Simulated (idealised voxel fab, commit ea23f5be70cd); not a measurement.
Process module name: voxel self aligned contacts
Each square cell in cross-section cut measures 5 nm, and the section as a whole is 170 nm wide.
In what follows, cross-sections appear as grids of square cells, described through bands that run from the top down, where every band is one or more rows of cells. The band entry comprises the height of the band's top followed by the height of its bottom, expressed in nm, and subsequently the band's materials from left to right, each stated together with its width in nm. Where a single material is marked with the word "throughout", that material fills the band from edge to edge. The word "empty" represents empty space. Counting heights begins at 0, where everything beneath is, in the wafer as received, one material. The lowest band has no bottom; it goes on downwards, as "0 nm and below" shows. Think of "30->40" as a width that walks from the first number to the second as you go down the band, top row to bottom row, taking equal-sized steps from row to row. The designation "same as before", where it is given for a processing step, indicates that no cell of the cross-section was altered in the course of that step. Reported under the label "Voids, sealed" are the empty spaces having no open way to the top and comprising 8 cells or more; the notation for each is width x height at distance, in which the distance is measured from the left edge and all three values are in nm. On each step's line, the part that comes after the settings is the simulator's own comment on the step. "overlay nm", when on a step's line for a step with a mask, measures how far to the right of its planned place the mask lay; a negative measure means to the left.
### The process steps that were planned are listed below
1. op RECEIVE | material Si
2. op OXIDIZE | depth nm 5
3. op DIRECTIONAL_DEP | material polySi | thk nm 30
4. op DIRECTIONAL_DEP | material SiN | thk nm 20
5. op DIRECTIONAL_DEP | material aC | thk nm 15
6. op PATTERN | tone cover | mask id GATE | material resist | width nm 35 | pitch nm 60 | thk nm 35 | overlay nm 0
7. op DIRECTIONAL_ETCH | etch materials aC | depth nm 15
8. op STRIP | etch materials resist
9. op DIRECTIONAL_ETCH | etch materials SiN | depth nm 20
10. op DIRECTIONAL_ETCH | etch materials polySi | depth nm 30
11. op STRIP | etch materials aC
12. op CONFORMAL_DEP | material SiN | thk nm 5
13. op DIRECTIONAL_ETCH | etch materials SiN | depth nm 5
14. op FILL_DEP | material SiO2 | thk nm 10
15. op CMP | height nm 55
16. op MASKED_ETCH | tone open | mask id CONTACT | width nm 45 | etch materials SiO2 | depth nm 60 | overlay nm 0
17. op CONFORMAL_DEP | material TiN | thk nm 5
18. op FILL_DEP | material W | thk nm 10
19. op CMP | height nm 55
20. op CONFORMAL_DEP | material SiN | thk nm 5
### Received-state cross-section, reflecting completion of step 1
> 0 nm and below | Si throughout
> Voids, sealed: none
### The following cross-section depicts the wafer upon conclusion of the module. Processing commenced from the starting condition illustrated above and adhered to the plan illustrated above, save for one mistake in execution
> 60 nm to 55 nm | SiN throughout
> 55 nm to 50 nm | SiO2=55 / TiN=25 / W=5 / TiN=25 / SiO2=60
> 50 nm to 30 nm | SiO2=30 / SiN=45 / TiN=5 / W=5 / TiN=5 / SiN=45 / SiO2=35
> 30 nm to 0 nm | SiO2=30 / SiN=5 / polySi=35 / SiN=5 / TiN=5 / W=5 / TiN=5 / SiN=5 / polySi=35 / SiN=5 / SiO2=35
> 0 nm to -5 nm | SiO2=75 / TiN=15 / SiO2=80
> -5 nm and below | Si throughout
> Voids, sealed: none
Finding, execution versus plan: step 16 changed vs plan, executed as op MASKED_ETCH | tone open | mask id CONTACT | width nm 55 | etch materials SiO2 | depth nm 60 | overlay nm 0
